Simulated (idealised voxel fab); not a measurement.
You're looking at the process module voxel plated lines.
Displayed cross-section: cut, width of 265 nm, square cells sized 5 nm.
A cross-section in this document is a grid of square cells, and it is written down as bands, the top band listed before the ones below it; a band is made up of one or more rows of cells. The band entry comprises the height of the band's top followed by the height of its bottom, expressed in nm, and subsequently the band's materials from left to right, each stated together with its width in nm. Where a single material is marked with the word "edge to edge", that material fills the band from edge to edge. The word "empty" represents empty space. Note: height 0 marks the level under which the wafer is uniformly one material as received. Lowest band unbounded below, written "from 0 down". Note: "30->40" means the width goes from the first number (top row of the band) to the second number (bottom row) in equal steps per row of cells. Any step labelled "no modifications" changed none of the cells in the cross-section. The label "Sealed void listing" introduces a list of the empty spaces, 8 cells or larger, that have no open way up to the top; each entry in it reads width x height at distance, where the distance is taken from the left edge and all three are stated in nm. If you see something after the settings on a step's line, that's the simulator's own remark about that step. "overlay nm", when on a step's line for a step with a mask, measures how far to the right of its planned place the mask lay; a negative measure means to the left.

The planned process steps are enumerated hereunder:
1: RECEIVE (material Si)
2: CONFORMAL_DEP (material SiO2; thk nm 5)
3: DIRECTIONAL_DEP (material TiN; thk nm 5)
4: PATTERN (tone open; mask id LINES; material resist; width nm 20; pitch nm 45; thk nm 25; overlay nm 0)
5: EPI (material Ru; thk nm 5)
6: EPI (material Ru; thk nm 5)
7: STRIP (etch materials resist)
8: DIRECTIONAL_ETCH (etch materials TiN; depth nm 5)
9: CONFORMAL_DEP (material SiN; thk nm 5)

Account of the first of two wafers, which was processed as intended:

Delivered wafer in cross-section: state after step 1:
    from 0 down: Si edge to edge
    Sealed void listing: none

Step 2 complete: cross-section through the wafer:
    from 5 to 0: SiO2 edge to edge
    Below a height of 0, the structure has not been altered.

Step 3 complete: cross-section through the wafer:
    from 10 to 5: TiN edge to edge
    Below a height of 5, the structure has not been altered.

Step 4 complete: cross-section through the wafer:
    from 35 to 10: resist (55) / empty (20) / resist (25) / empty (20) / resist (25) / empty (20) / resist (25) / empty (20) / resist (55)
    Below a height of 10, the structure has not been altered.

Step 5 complete: cross-section through the wafer:
    from 35 to 15: resist (55) / empty (20) / resist (25) / empty (20) / resist (25) / empty (20) / resist (25) / empty (20) / resist (55)
    from 15 to 10: resist (55) / Ru (20) / resist (25) / Ru (20) / resist (25) / Ru (20) / resist (25) / Ru (20) / resist (55)
    Below a height of 10, the structure has not been altered.

Step 6 complete: cross-section through the wafer:
    from 35 to 20: resist (55) / empty (20) / resist (25) / empty (20) / resist (25) / empty (20) / resist (25) / empty (20) / resist (55)
    from 20 to 10: resist (55) / Ru (20) / resist (25) / Ru (20) / resist (25) / Ru (20) / resist (25) / Ru (20) / resist (55)
    Below a height of 10, the structure has not been altered.

Step 7 complete: cross-section through the wafer:
    from 20 to 10: empty (55) / Ru (20) / empty (25) / Ru (20) / empty (25) / Ru (20) / empty (25) / Ru (20) / empty (55)
    Below a height of 10, the structure has not been altered.

Step 8 complete: cross-section through the wafer:
    from 20 to 10: empty (55) / Ru (20) / empty (25) / Ru (20) / empty (25) / Ru (20) / empty (25) / Ru (20) / empty (55)
    from 10 to 5: empty (55) / TiN (20) / empty (25) / TiN (20) / empty (25) / TiN (20) / empty (25) / TiN (20) / empty (55)
    Below a height of 5, the structure has not been altered.

Step 9 complete: cross-section through the wafer:
    from 25 to 20: empty (50) / SiN (30) / empty (15) / SiN (30) / empty (15) / SiN (30) / empty (15) / SiN (30) / empty (50)
    from 20 to 10: empty (50) / SiN (5) / Ru (20) / SiN (5) / empty (15) / SiN (5) / Ru (20) / SiN (5) / empty (15) / SiN (5) / Ru (20) / SiN (5) / empty (15) / SiN (5) / Ru (20) / SiN (5) / empty (50)
    from 10 to 5: SiN (55) / TiN (20) / SiN (25) / TiN (20) / SiN (25) / TiN (20) / SiN (25) / TiN (20) / SiN (55)
    Below a height of 5, the structure has not been altered.

Wafer two. Same start, same plan, one slip in execution. Same as wafer one through step 3, inclusive:

Second wafer at the planned finish of step 4, seen in cross-section:
    from 15 to 10: Ru edge to edge
    Below a height of 10, the structure has not been altered.

Second wafer at the planned finish of step 5, seen in cross-section:
    from 40 to 15: resist (55) / empty (20) / resist (25) / empty (20) / resist (25) / empty (20) / resist (25) / empty (20) / resist (55)
    Below a height of 15, the structure has not been altered.

Second wafer at the planned finish of step 6, seen in cross-section:
    from 40 to 20: resist (55) / empty (20) / resist (25) / empty (20) / resist (25) / empty (20) / resist (25) / empty (20) / resist (55)
    from 20 to 15: resist (55) / Ru (20) / resist (25) / Ru (20) / resist (25) / Ru (20) / resist (25) / Ru (20) / resist (55)
    Below a height of 15, the structure has not been altered.

Second wafer at the planned finish of step 7, seen in cross-section:
    from 20 to 15: empty (55) / Ru (20) / empty (25) / Ru (20) / empty (25) / Ru (20) / empty (25) / Ru (20) / empty (55)
    Below a height of 15, the structure has not been altered.

Second wafer at the planned finish of step 8, seen in cross-section: no modifications

Second wafer at the planned finish of step 9, seen in cross-section:
    from 25 to 20: empty (50) / SiN (30) / empty (15) / SiN (30) / empty (15) / SiN (30) / empty (15) / SiN (30) / empty (50)
    from 20 to 15: SiN (55) / Ru (20) / SiN (25) / Ru (20) / SiN (25) / Ru (20) / SiN (25) / Ru (20) / SiN (55)
    Below a height of 15, the structure has not been altered.
What went wrong in running the wafer? step 4 ran in the slot meant for step 5, and vice versa
In the final state, the cell counts of the second wafer exceed or fall short of those of the first for the following materials: Ru: 37 more | SiN: 16 fewer | TiN: 37 more
